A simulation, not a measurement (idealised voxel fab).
The name of this process module is voxel transistor to metal.
Shown is cross-section cut, with a width of 195 nm and square cells of size 5 nm.
Cross-section, as written here: a square-cell grid given band by band from the top down, where a band holds one or more rows of cells. Top, bottom (nm), then materials left to right with widths (nm); lone material tagged "full width" fills the whole band edge to edge; "empty" = empty space. Height 0 is the level under which the wafer as received is all one material. The lowest band goes on downwards, as in "from 0 down". The width entry "30->40" should be interpreted row by row: the top row of cells in the band takes the first number, the bottom row takes the second number, and the change between adjacent rows is uniform throughout. A step reported as "remained the same" is a step in which no cell of the cross-section changed. So "Enclosed void list" is basically the list of trapped voids: any empty space of 8 cells or more that can't reach the top through an opening. They're written width x height at distance, the distance being from the left edge, and it's all nm. Past the settings on a step's line: simulator remark, on that step. overlay nm: where the mask lay relative to plan, measured to the right, on steps with a mask; negatives go left.
# Planned process steps
| 1 | RECEIVE, material Si |
| 2 | CONFORMAL_DEP, material SiO2, thk nm 5 |
| 3 | CONFORMAL_DEP, material SiN, thk nm 15 |
| 4 | PATTERN, tone cover, mask id ACTIVE, material resist, width nm 115, thk nm 15, overlay nm 0 |
| 5 | DIRECTIONAL_ETCH, etch materials SiN, depth nm 15 |
| 6 | DIRECTIONAL_ETCH, etch materials SiO2, depth nm 5 |
| 7 | DIRECTIONAL_ETCH, etch materials Si, depth nm 35 |
| 8 | STRIP, etch materials resist |
| 9 | OXIDIZE, depth nm 5 |
| 10 | FILL_DEP, material SiO2, thk nm 5 |
| 11 | CMP, height nm 20 |
| 12 | SELECTIVE_ETCH, etch materials SiO2, depth nm 10 |
| 13 | STRIP, etch materials SiN |
| 14 | SELECTIVE_ETCH, etch materials SiO2, depth nm 5 |
| 15 | OXIDIZE, depth nm 5 |
| 16 | DIRECTIONAL_DEP, material polySi, thk nm 30 |
| 17 | DIRECTIONAL_DEP, material SiCN, thk nm 15 |
| 18 | PATTERN, tone cover, mask id GATE, material resist, width nm 35, thk nm 15, overlay nm 0 |
| 19 | DIRECTIONAL_ETCH, etch materials SiCN, depth nm 25 |
| 20 | DIRECTIONAL_ETCH, etch materials polySi, depth nm 40 |
| 21 | STRIP, etch materials resist |
| 22 | CONFORMAL_DEP, material SiN, thk nm 5 |
| 23 | DIRECTIONAL_ETCH, etch materials SiN, depth nm 5 |
| 24 | DIRECTIONAL_ETCH, etch materials SiO2, depth nm 5 |
| 25 | DIRECTIONAL_ETCH, etch materials Si, depth nm 15 |
| 26 | EPI, material nSi, thk nm 20 |
| 27 | FILL_DEP, material SiO2, thk nm 5 |
| 28 | CMP, height nm 30 |
| 29 | STRIP, etch materials polySi |
| 30 | SELECTIVE_ETCH, etch materials SiO2, depth nm 5 |
| 31 | CONFORMAL_DEP, material HfO2, thk nm 5 |
| 32 | CONFORMAL_DEP, material TiN, thk nm 5 |
| 33 | FILL_DEP, material W, thk nm 10 |
| 34 | CMP, height nm 25 |
| 35 | DIRECTIONAL_DEP, material SiO2, thk nm 15 |
| 36 | DIRECTIONAL_DEP, material aC, thk nm 15 |
| 37 | PATTERN, tone open, mask id CONTACT, material resist, width nm 15, pitch nm 90, thk nm 35, overlay nm 0 |
| 38 | DIRECTIONAL_ETCH, etch materials aC, depth nm 15 |
| 39 | STRIP, etch materials resist |
| 40 | DIRECTIONAL_ETCH, etch materials SiO2, depth nm 40 |
| 41 | STRIP, etch materials aC |
| 42 | CONFORMAL_DEP, material TiN, thk nm 5 |
| 43 | FILL_DEP, material W, thk nm 5 |
| 44 | CMP, height nm 40 |
| 45 | CONFORMAL_DEP, material SiCN, thk nm 5 |
| 46 | DIRECTIONAL_DEP, material SiO2, thk nm 20 |
| 47 | PATTERN, tone open, mask id METAL_1, material resist, width nm 15, pitch nm 90, thk nm 20, overlay nm 0 |
| 48 | DIRECTIONAL_ETCH, etch materials SiO2, depth nm 20 |
| 49 | DIRECTIONAL_ETCH, etch materials SiCN, depth nm 5 |
| 50 | STRIP, etch materials resist |
| 51 | CONFORMAL_DEP, material TiN, thk nm 5 |
| 52 | FILL_DEP, material Cu, thk nm 10 |
| 53 | CMP, height nm 65 |
| 54 | EPI, material Ru, thk nm 5 |
| 55 | FILL_DEP, material SiCN, thk nm 5 |
| 56 | DIRECTIONAL_DEP, material SiO2, thk nm 25 |
| 57 | PATTERN, tone open, mask id METAL_2, material resist, width nm 15, pitch nm 90, thk nm 20, overlay nm 0 |
| 58 | DIRECTIONAL_ETCH, etch materials SiO2, depth nm 15 |
| 59 | STRIP, etch materials resist |
| 60 | MASKED_ETCH, tone open, mask id METAL_2_HOLES, width nm 15, pitch nm 90, etch materials SiO2, depth nm 10, overlay nm 0 |
| 61 | MASKED_ETCH, tone open, mask id METAL_2_HOLES, width nm 15, pitch nm 90, etch materials SiCN, depth nm 5, overlay nm 0 |
| 62 | CONFORMAL_DEP, material TiN, thk nm 5 |
| 63 | FILL_DEP, material Cu, thk nm 10 |
| 64 | CMP, height nm 100 |
| 65 | CONFORMAL_DEP, material SiN, thk nm 5 |
The wafers in this document start out alike and differ in the width nm applied at step 47; the plan shows the value used for the first wafer.
# The first of several wafers as received, shown in cross-section; this is its state after step 1
> from 0 down = Si full width
> Enclosed void list: none
# End-of-module cross-section, first of several wafers, after last step 65
> from 105 to 100 = SiN full width
> from 100 to 75 = SiO2 45, then TiN 5, then Cu 5, then TiN 5, then SiO2 75, then TiN 5, then Cu 5, then TiN 5, then SiO2 45
> from 75 to 70 = SiCN 45, then TiN 15, then SiCN 75, then TiN 15, then SiCN 45
> from 70 to 65 = SiCN 40, then Ru 25, then SiCN 65, then Ru 25, then SiCN 40
> from 65 to 45 = SiO2 45, then TiN 5, then Cu 5, then TiN 5, then SiO2 75, then TiN 5, then Cu 5, then TiN 5, then SiO2 45
> from 45 to 40 = SiCN 45, then TiN 15, then SiCN 75, then TiN 15, then SiCN 45
> from 40 to 25 = SiO2 45, then TiN 5, then W 5, then TiN 5, then SiO2 75, then TiN 5, then W 5, then TiN 5, then SiO2 45
> from 25 to 20 = SiO2 45, then TiN 5, then W 5, then TiN 5, then SiO2 15, then SiN 5, then HfO2 5, then TiN 5, then W 15, then TiN 5, then HfO2 5, then SiN 5, then SiO2 15, then TiN 5, then W 5, then TiN 5, then SiO2 45
> from 20 to 15 = SiO2 45, then TiN 15, then SiO2 15, then SiN 5, then HfO2 5, then TiN 5, then W 15, then TiN 5, then HfO2 5, then SiN 5, then SiO2 15, then TiN 15, then SiO2 45
> from 15 to 5 = SiO2 45, then TiN 10, then nSi 20, then SiN 5, then HfO2 5, then TiN 5, then W 15, then TiN 5, then HfO2 5, then SiN 5, then nSi 20, then TiN 10, then SiO2 45
> from 5 to 0 = SiO2 35, then SiN 5, then SiO2 5, then TiN 10, then nSi 20, then SiN 5, then HfO2 5, then TiN 25, then HfO2 5, then SiN 5, then nSi 20, then TiN 10, then SiO2 5, then SiN 5, then SiO2 35
> from 0 to -5 = SiO2 40, then nSi 35, then HfO2 45, then nSi 35, then SiO2 40
> from -5 to -20 = SiO2 45, then nSi 30, then Si 45, then nSi 30, then SiO2 45
> from -20 to -40 = SiO2 45, then Si 105, then SiO2 45
> from -40 down = Si full width
> Enclosed void list: none
# Cross-sectional view, end of module, last wafer of several
> from 105 to 100 = SiN full width
> from 100 to 75 = SiO2 45, then TiN 5, then Cu 5, then TiN 5, then SiO2 75, then TiN 5, then Cu 5, then TiN 5, then SiO2 45
> from 75 to 70 = SiCN 45, then TiN 15, then SiCN 75, then TiN 15, then SiCN 45
> from 70 to 65 = SiCN 35, then Ru 40, then SiCN 50, then Ru 40, then SiCN 30
> from 65 to 45 = SiO2 40, then TiN 5, then Cu 20, then TiN 5, then SiO2 60, then TiN 5, then Cu 20, then TiN 5, then SiO2 35
> from 45 to 40 = SiCN 40, then TiN 30, then SiCN 60, then TiN 30, then SiCN 35
> from 40 to 25 = SiO2 45, then TiN 5, then W 5, then TiN 5, then SiO2 75, then TiN 5, then W 5, then TiN 5, then SiO2 45
> from 25 to 20 = SiO2 45, then TiN 5, then W 5, then TiN 5, then SiO2 15, then SiN 5, then HfO2 5, then TiN 5, then W 15, then TiN 5, then HfO2 5, then SiN 5, then SiO2 15, then TiN 5, then W 5, then TiN 5, then SiO2 45
> from 20 to 15 = SiO2 45, then TiN 15, then SiO2 15, then SiN 5, then HfO2 5, then TiN 5, then W 15, then TiN 5, then HfO2 5, then SiN 5, then SiO2 15, then TiN 15, then SiO2 45
> from 15 to 5 = SiO2 45, then TiN 10, then nSi 20, then SiN 5, then HfO2 5, then TiN 5, then W 15, then TiN 5, then HfO2 5, then SiN 5, then nSi 20, then TiN 10, then SiO2 45
> from 5 to 0 = SiO2 35, then SiN 5, then SiO2 5, then TiN 10, then nSi 20, then SiN 5, then HfO2 5, then TiN 25, then HfO2 5, then SiN 5, then nSi 20, then TiN 10, then SiO2 5, then SiN 5, then SiO2 35
> from 0 to -5 = SiO2 40, then nSi 35, then HfO2 45, then nSi 35, then SiO2 40
> from -5 to -20 = SiO2 45, then nSi 30, then Si 45, then nSi 30, then SiO2 45
> from -20 to -40 = SiO2 45, then Si 105, then SiO2 45
> from -40 down = Si full width
> Enclosed void list: none
# Quick key for the table: a row per wafer, taken at the end of the module. For each material it tells you how many cells the wafer gained (+) or lost (-) since it came in, and the closed voids come after
width nm 15; +18 Cu; +19 HfO2; +10 Ru; -201 Si; +95 SiCN; +51 SiN; +638 SiO2; +95 TiN; +20 W; +74 nSi; Enclosed void list: none
width nm 20; +26 Cu; +19 HfO2; +12 Ru; -201 Si; +91 SiCN; +51 SiN; +630 SiO2; +97 TiN; +20 W; +74 nSi; Enclosed void list: none
width nm 25; +34 Cu; +19 HfO2; +14 Ru; -201 Si; +87 SiCN; +51 SiN; +622 SiO2; +99 TiN; +20 W; +74 nSi; Enclosed void list: none
width nm 30; +42 Cu; +19 HfO2; +16 Ru; -201 Si; +83 SiCN; +51 SiN; +614 SiO2; +101 TiN; +20 W; +74 nSi; Enclosed void list: none
